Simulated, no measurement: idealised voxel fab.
You're looking at the process module voxel gate over fins.
FYI the section here is cut, 180 nm wide, cells are 5 nm squares.
Heads up, the way a cross-section reads in here is a grid of square cells, handed over as bands from the top down, with every band being one or more rows of cells. Top, bottom (nm), then materials left to right with widths (nm); lone material tagged "edge to edge" fills the whole band edge to edge; "blank" = empty space. Note: height 0 marks the level under which the wafer is uniformly one material as received. Lowest band unbounded below, written "0..down". Per-row width for "30->40": begins at first number (top row of band), ends at second number (bottom row), increment between rows held constant. Any step labelled "nothing was modified" changed none of the cells in the cross-section. "closed voids" specifies each empty space that is not open to the top and that occupies no fewer than 8 cells, using the form width x height at distance, the distance measured from the left edge and all three quantities in nm. after a step's settings: what the simulator itself notes on the step. overlay nm: right-of-plan distance of the mask on a masked step; negative values mean left-of-plan.

[Process steps foreseen in the plan]
1 op RECEIVE | material Si
2 op CONFORMAL_DEP | material SiN | thk nm 10
3 op DIRECTIONAL_DEP | material aC | thk nm 10
4 op PATTERN | tone cover | mask id FINS | material resist | width nm 15 | pitch nm 40 | thk nm 25 | overlay nm 0
5 op DIRECTIONAL_ETCH | etch materials aC | depth nm 10
6 op STRIP | etch materials resist
7 op DIRECTIONAL_ETCH | etch materials SiN | depth nm 10
8 op DIRECTIONAL_ETCH | etch materials Si | depth nm 30
9 op STRIP | etch materials aC
10 op OXIDIZE | depth nm 5
11 op FILL_DEP | material SiO2 | thk nm 15
12 op CMP | height nm 10
13 op SELECTIVE_ETCH | etch materials SiO2 | depth nm 25
14 op STRIP | etch materials SiN
15 op CONFORMAL_DEP | material HfO2 | thk nm 5
16 op CONFORMAL_DEP | material TiN | thk nm 5
17 op FILL_DEP | material W | thk nm 10
18 op CMP | height nm 15
19 op CONFORMAL_DEP | material SiCN | thk nm 10

[Shown in cross-section is the wafer as received, that is, as it stands after step 1]
0..down: Si edge to edge
closed voids: none

[Starting wafer: above. Plan: above. Run: one mistake. Cross-section after the module: below]
25..15: SiCN edge to edge
15..10: W edge to edge
10..5: 15 W; 25 HfO2; 15 W; 25 HfO2; 15 W; 25 HfO2; 15 W; 25 HfO2; 20 W
5..0: 15 W; 5 HfO2; 15 TiN; 5 HfO2; 15 W; 5 HfO2; 15 TiN; 5 HfO2; 15 W; 5 HfO2; 15 TiN; 5 HfO2; 15 W; 5 HfO2; 15 TiN; 5 HfO2; 20 W
0..-5: 15 W; 5 HfO2; 5 TiN; 5 Si; 5 TiN; 5 HfO2; 15 W; 5 HfO2; 5 TiN; 5 Si; 5 TiN; 5 HfO2; 15 W; 5 HfO2; 5 TiN; 5 Si; 5 TiN; 5 HfO2; 15 W; 5 HfO2; 5 TiN; 5 Si; 5 TiN; 5 HfO2; 20 W
-5..-10: 20 HfO2; 5 TiN; 5 Si; 5 TiN; 25 HfO2; 5 TiN; 5 Si; 5 TiN; 25 HfO2; 5 TiN; 5 Si; 5 TiN; 25 HfO2; 5 TiN; 5 Si; 5 TiN; 25 HfO2
-10..-15: 25 TiN; 5 Si; 35 TiN; 5 Si; 35 TiN; 5 Si; 35 TiN; 5 Si; 30 TiN
-15..-35: 25 SiO2; 5 Si; 35 SiO2; 5 Si; 35 SiO2; 5 Si; 35 SiO2; 5 Si; 30 SiO2
-35..down: Si edge to edge
closed voids: none
what went wrong: the intended sequence of steps 15 and 16 was reversed during processing, with each occupying the position of the other
